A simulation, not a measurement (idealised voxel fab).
Title: Process Module voxel ribs on slabs
It is cross-section cut that appears here, measuring 145 nm in width, its square cells being 5 nm in size.
If you're reading a cross-section in this doc, picture square cells in a grid; it comes to you as bands, top ones listed first down to the bottom, and a band can be one or more rows of cells.
Heights first: top, then bottom, in nm. Then materials, left to right, each with a width in nm. "edge to edge" on a single material: fills the band edge to edge. "air": empty space.
The level at which height equals 0 is the one under which the wafer, as it arrives, is entirely one material. No lower edge exists for the bottom band, which continues downward and is notated as in "0 down".
Graded width ("30..40"): value in top row of band = first number; value in bottom row = second number; row-to-row change constant.
Basically "remained unchanged" means that step didn't change any cell in the cross-section.
So "Completely enclosed voids" is basically the list of trapped voids: any empty space of 8 cells or more that can't reach the top through an opening. They're written width x height at distance, the distance being from the left edge, and it's all nm.
On each step's line, the part that comes after the settings is the simulator's own comment on the step.
overlay nm: mask offset rightward from planned place, masked step; negative means leftward offset.
[So here's the lineup of process steps we planned]
1 RECEIVE: material Si
2 DIRECTIONAL_DEP: material SiO2, thk nm 25
3 DIRECTIONAL_DEP: material polySi, thk nm 15
4 DIRECTIONAL_DEP: material aC, thk nm 15
5 PATTERN: tone cover, mask id RIB, material resist, width nm 25, thk nm 35, overlay nm 0
6 DIRECTIONAL_ETCH: etch materials aC, depth nm 15
7 STRIP: etch materials resist
8 DIRECTIONAL_ETCH: etch materials polySi, depth nm 10
9 STRIP: etch materials aC
10 DIRECTIONAL_DEP: material aC, thk nm 10
11 PATTERN: tone cover, mask id SLAB, material resist, width nm 85, thk nm 25, overlay nm 0
12 DIRECTIONAL_ETCH: etch materials aC, depth nm 10
13 STRIP: etch materials resist
14 DIRECTIONAL_ETCH: etch materials polySi, depth nm 5
15 STRIP: etch materials aC
16 FILL_DEP: material SiO2, thk nm 20
17 CMP: height nm 50
18 DIRECTIONAL_DEP: material W, thk nm 10
19 PATTERN: tone cover, mask id HEATER, material resist, width nm 25, thk nm 15, overlay nm 0
20 DIRECTIONAL_ETCH: etch materials W, depth nm 10
21 STRIP: etch materials resist
22 CONFORMAL_DEP: material SiN, thk nm 10
Wafers differ in width nm at step 19; plan lists the first wafer's value; identical starting state.
[Here's the first of the wafers in cross-section, just as we got it, i.e. after step 1]
> 0 down  Si edge to edge
> Completely enclosed voids: none
[Each row below is a wafer at the end of the module, listing for every material the number of cells it has gained (+) or lost (-) since it was received, followed by its closed voids]
width nm 25; +66 SiN; +263 SiO2; +10 W; +27 polySi; Completely enclosed voids: none
width nm 30; +66 SiN; +263 SiO2; +12 W; +27 polySi; Completely enclosed voids: none
width nm 35; +66 SiN; +263 SiO2; +14 W; +27 polySi; Completely enclosed voids: none
width nm 40; +66 SiN; +263 SiO2; +16 W; +27 polySi; Completely enclosed voids: none
width nm 45; +66 SiN; +263 SiO2; +18 W; +27 polySi; Completely enclosed voids: none
width nm 50; +66 SiN; +263 SiO2; +20 W; +27 polySi; Completely enclosed voids: none
